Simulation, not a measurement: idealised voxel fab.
Process module under the name voxel air gaps
Displayed cross-section: cut, width of 250 nm, square cells sized 5 nm.
Square cells in a grid make up a cross-section in this document, and the grid is given as bands, listed from the top down, each one or more rows of cells. What a band's entry tells you: where the top is and where the bottom is, as heights in nm, and after that what lies inside, material by material from left to right, each with its width in nm. Empty space is written as the word "empty", and a single material marked with the word "throughout" occupies the band from edge to edge. Height reference: 0 = level under which incoming wafer is all one material. Lowest band: no bottom, runs on downward, e.g. "from 0 down". Quick explanation for "30->40": the width changes in equal steps down the rows of cells, from the first number in the band's top row to the second number in its bottom row. "no modifications" -> step changed no cross-section cell. Listed in "Closed void inventory": every empty space of 8 or more cells without an open way to the top. Form: width x height at distance, the distance being from the left edge, all in nm. It should be noted that, on the line of a given step, the content following the step's settings is a remark produced by the simulator itself with respect to that step. Steps that use a mask can have "overlay nm" on their line. It says how far the mask sat to the right of where it was meant to be. Negative means to the left.

The process steps that were planned are listed below
- 1: RECEIVE: material Si
- 2: CONFORMAL_DEP: material SiO2, thk nm 10
- 3: CONFORMAL_DEP: material SiN, thk nm 5
- 4: DIRECTIONAL_DEP: material SiO2, thk nm 30
- 5: PATTERN: tone open, mask id LINES, material resist, width nm 25, pitch nm 55, thk nm 20, overlay nm 0
- 6: DIRECTIONAL_ETCH: etch materials SiO2, depth nm 30
- 7: STRIP: etch materials resist
- 8: CONFORMAL_DEP: material TiN, thk nm 5
- 9: FILL_DEP: material W, thk nm 5
- 10: CMP: height nm 45
- 11: EPI: material Ru, thk nm 10
- 12: SELECTIVE_ETCH: etch materials SiO2, depth nm 40
- 13: CONFORMAL_DEP: material SiCN, thk nm 5

First of two wafers, with the run carried out as planned

Wafer cross-section on receipt, i.e. after step 1
> from 0 down: Si throughout
> Closed void inventory: none

Sectional view: wafer, after step 2
> from 10 to 0: SiO2 throughout
> below 0: unchanged

Sectional view: wafer, after step 3
> from 15 to 10: SiN throughout
> below 10: unchanged

Sectional view: wafer, after step 4
> from 45 to 15: SiO2 throughout
> below 15: unchanged

Sectional view: wafer, after step 5
> from 65 to 45: resist=30, then empty=25, then resist=30, then empty=25, then resist=30, then empty=25, then resist=30, then empty=25, then resist=30
> below 45: unchanged

Sectional view: wafer, after step 6
> from 65 to 45: resist=30, then empty=25, then resist=30, then empty=25, then resist=30, then empty=25, then resist=30, then empty=25, then resist=30
> from 45 to 15: SiO2=30, then empty=25, then SiO2=30, then empty=25, then SiO2=30, then empty=25, then SiO2=30, then empty=25, then SiO2=30
> below 15: unchanged

Sectional view: wafer, after step 7
> from 45 to 15: SiO2=30, then empty=25, then SiO2=30, then empty=25, then SiO2=30, then empty=25, then SiO2=30, then empty=25, then SiO2=30
> below 15: unchanged

Sectional view: wafer, after step 8
> from 50 to 45: TiN=35, then empty=15, then TiN=40, then empty=15, then TiN=40, then empty=15, then TiN=40, then empty=15, then TiN=35
> from 45 to 20: SiO2=30, then TiN=5, then empty=15, then TiN=5, then SiO2=30, then TiN=5, then empty=15, then TiN=5, then SiO2=30, then TiN=5, then empty=15, then TiN=5, then SiO2=30, then TiN=5, then empty=15, then TiN=5, then SiO2=30
> from 20 to 15: SiO2=30, then TiN=25, then SiO2=30, then TiN=25, then SiO2=30, then TiN=25, then SiO2=30, then TiN=25, then SiO2=30
> below 15: unchanged

Sectional view: wafer, after step 9
> from 55 to 50: W throughout
> from 50 to 45: TiN=35, then W=15, then TiN=40, then W=15, then TiN=40, then W=15, then TiN=40, then W=15, then TiN=35
> from 45 to 20: SiO2=30, then TiN=5, then W=15, then TiN=5, then SiO2=30, then TiN=5, then W=15, then TiN=5, then SiO2=30, then TiN=5, then W=15, then TiN=5, then SiO2=30, then TiN=5, then W=15, then TiN=5, then SiO2=30
> below 20: unchanged

Sectional view: wafer, after step 10
> from 45 to 20: SiO2=30, then TiN=5, then W=15, then TiN=5, then SiO2=30, then TiN=5, then W=15, then TiN=5, then SiO2=30, then TiN=5, then W=15, then TiN=5, then SiO2=30, then TiN=5, then W=15, then TiN=5, then SiO2=30
> below 20: unchanged

Sectional view: wafer, after step 11
> from 55 to 45: empty=20, then Ru=45, then empty=10, then Ru=45, then empty=10, then Ru=45, then empty=10, then Ru=45, then empty=20
> below 45: unchanged

Sectional view: wafer, after step 12
> from 55 to 45: empty=20, then Ru=45, then empty=10, then Ru=45, then empty=10, then Ru=45, then empty=10, then Ru=45, then empty=20
> from 45 to 20: empty=30, then TiN=5, then W=15, then TiN=5, then empty=30, then TiN=5, then W=15, then TiN=5, then empty=30, then TiN=5, then W=15, then TiN=5, then empty=30, then TiN=5, then W=15, then TiN=5, then empty=30
> from 20 to 15: empty=30, then TiN=25, then empty=30, then TiN=25, then empty=30, then TiN=25, then empty=30, then TiN=25, then empty=30
> below 15: unchanged

Sectional view: wafer, after step 13
> from 60 to 55: empty=15, then SiCN=220, then empty=15
> from 55 to 45: empty=15, then SiCN=5, then Ru=45, then SiCN=10, then Ru=45, then SiCN=10, then Ru=45, then SiCN=10, then Ru=45, then SiCN=5, then empty=15
> from 45 to 40: empty=15, then SiCN=15, then TiN=5, then W=15, then TiN=5, then SiCN=30, then TiN=5, then W=15, then TiN=5, then SiCN=30, then TiN=5, then W=15, then TiN=5, then SiCN=30, then TiN=5, then W=15, then TiN=5, then SiCN=15, then empty=15
> from 40 to 20: empty=25, then SiCN=5, then TiN=5, then W=15, then TiN=5, then SiCN=5, then empty=20, then SiCN=5, then TiN=5, then W=15, then TiN=5, then SiCN=5, then empty=20, then SiCN=5, then TiN=5, then W=15, then TiN=5, then SiCN=5, then empty=20, then SiCN=5, then TiN=5, then W=15, then TiN=5, then SiCN=5, then empty=25
> from 20 to 15: SiCN=30, then TiN=25, then SiCN=30, then TiN=25, then SiCN=30, then TiN=25, then SiCN=30, then TiN=25, then SiCN=30
> below 15: unchanged
> Closed void inventory: 20 x 20 at 60; 20 x 20 at 115; 20 x 20 at 170

Second wafer. Start and plan as for the first. One mistake made in running. Agrees with the first up to and including step 2

Second wafer: cross-section at the scheduled end of step 3: no modifications

Second wafer: cross-section at the scheduled end of step 4
> from 40 to 0: SiO2 throughout
> below 0: unchanged

Second wafer: cross-section at the scheduled end of step 5
> from 60 to 40: resist=30, then empty=25, then resist=30, then empty=25, then resist=30, then empty=25, then resist=30, then empty=25, then resist=30
> below 40: unchanged

Second wafer: cross-section at the scheduled end of step 6
> from 60 to 40: resist=30, then empty=25, then resist=30, then empty=25, then resist=30, then empty=25, then resist=30, then empty=25, then resist=30
> from 40 to 10: SiO2=30, then empty=25, then SiO2=30, then empty=25, then SiO2=30, then empty=25, then SiO2=30, then empty=25, then SiO2=30
> below 10: unchanged

Second wafer: cross-section at the scheduled end of step 7
> from 40 to 10: SiO2=30, then empty=25, then SiO2=30, then empty=25, then SiO2=30, then empty=25, then SiO2=30, then empty=25, then SiO2=30
> below 10: unchanged

Second wafer: cross-section at the scheduled end of step 8
> from 45 to 40: TiN=35, then empty=15, then TiN=40, then empty=15, then TiN=40, then empty=15, then TiN=40, then empty=15, then TiN=35
> from 40 to 15: SiO2=30, then TiN=5, then empty=15, then TiN=5, then SiO2=30, then TiN=5, then empty=15, then TiN=5, then SiO2=30, then TiN=5, then empty=15, then TiN=5, then SiO2=30, then TiN=5, then empty=15, then TiN=5, then SiO2=30
> from 15 to 10: SiO2=30, then TiN=25, then SiO2=30, then TiN=25, then SiO2=30, then TiN=25, then SiO2=30, then TiN=25, then SiO2=30
> below 10: unchanged

Second wafer: cross-section at the scheduled end of step 9
> from 50 to 45: W throughout
> from 45 to 40: TiN=35, then W=15, then TiN=40, then W=15, then TiN=40, then W=15, then TiN=40, then W=15, then TiN=35
> from 40 to 15: SiO2=30, then TiN=5, then W=15, then TiN=5, then SiO2=30, then TiN=5, then W=15, then TiN=5, then SiO2=30, then TiN=5, then W=15, then TiN=5, then SiO2=30, then TiN=5, then W=15, then TiN=5, then SiO2=30
> below 15: unchanged

Second wafer: cross-section at the scheduled end of step 10
> from 45 to 40: TiN=35, then W=15, then TiN=40, then W=15, then TiN=40, then W=15, then TiN=40, then W=15, then TiN=35
> below 40: unchanged

Second wafer: cross-section at the scheduled end of step 11
> from 55 to 45: Ru throughout
> below 45: unchanged

Second wafer: cross-section at the scheduled end of step 12: no modifications

Second wafer: cross-section at the scheduled end of step 13
> from 60 to 55: SiCN throughout
> below 55: unchanged
Plan not followed: execution of step 3 of the plan did not take place, the step having been omitted
Materials where the second wafer ends with more or fewer cells than the first: Ru: 28 more; SiCN: 96 fewer; SiN: 50 fewer; SiO2: 180 more; TiN: 38 more; W: 12 more
At process end, closed voids number 3 in the first wafer and 0 in the second wafer.
